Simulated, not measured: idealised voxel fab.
This section sets out a process module, namely voxel spacer lines.
Cross-sectional view cut (width: 170 nm; square cell size: 5 nm).
Reading order for cross-sections: top band down to bottom band. Underlying form: a grid of square cells. Band size: one or more rows of cells. Within each band entry, the heights of the top and of the bottom of the band appear first, in that order and in nm; the materials of the band then follow from left to right, each with its corresponding width in nm. The designation "all across" on a single material indicates that it fills the band from edge to edge; the designation "blank" indicates empty space. Heights are expressed relative to 0, this being the level below which the as-received wafer comprises one material exclusively. The lowest band is unbounded in the downward direction and is denoted as in "0 -> down". Top row gets the first number, bottom row gets the second, and each row in between changes by the same step: that is how a band width like "30..40" works. No cell of the cross-section changed in a step that is given as "changes: none". What "Closed void roster" gives you is every empty space of 8 cells or more that is cut off from the top. Each appears as width x height at distance, with the distance taken from the left edge and width, height and distance all in nm. Whatever follows a step's settings on its line is a remark the simulator itself makes about that step. overlay nm: step with mask; distance mask lay right of planned place; negative value = left of planned place.
Process steps (planned):
1 RECEIVE | material Si
2 CONFORMAL_DEP | material Al2O3 | thk nm 10
3 DIRECTIONAL_DEP | material TiN | thk nm 10
4 DIRECTIONAL_DEP | material polySi | thk nm 25
5 PATTERN | tone cover | mask id MANDREL | material resist | width nm 15 | pitch nm 60 | thk nm 35 | overlay nm 0
6 DIRECTIONAL_ETCH | etch materials polySi | depth nm 25
7 STRIP | etch materials resist
8 CONFORMAL_DEP | material SiO2 | thk nm 15
9 DIRECTIONAL_ETCH | etch materials SiO2 | depth nm 15
10 STRIP | etch materials polySi
11 DIRECTIONAL_ETCH | etch materials TiN | depth nm 10
12 STRIP | etch materials SiO2
13 FILL_DEP | material lowk | thk nm 5
14 CMP | height nm 20
Received-state cross-section, reflecting completion of step 1:
  0 -> down  Si all across
  Closed void roster: none
Figure: cross-sectional view of the wafer upon completion of the module, processed from the initial state and according to the plan depicted above, with one error introduced during execution:
  20 -> 10  lowk: 25, TiN: 15, lowk: 25, TiN: 15, lowk: 5, TiN: 15, lowk: 25, TiN: 15, lowk: 30
  10 -> 0  Al2O3 all across
  0 -> down  Si all across
  Closed void roster: none
Misprocessing identified: heads up, step 5 didn't go per plan, it actually ran as PATTERN | tone cover | mask id MANDREL | material resist | width nm 25 | pitch nm 60 | thk nm 35 | overlay nm 0
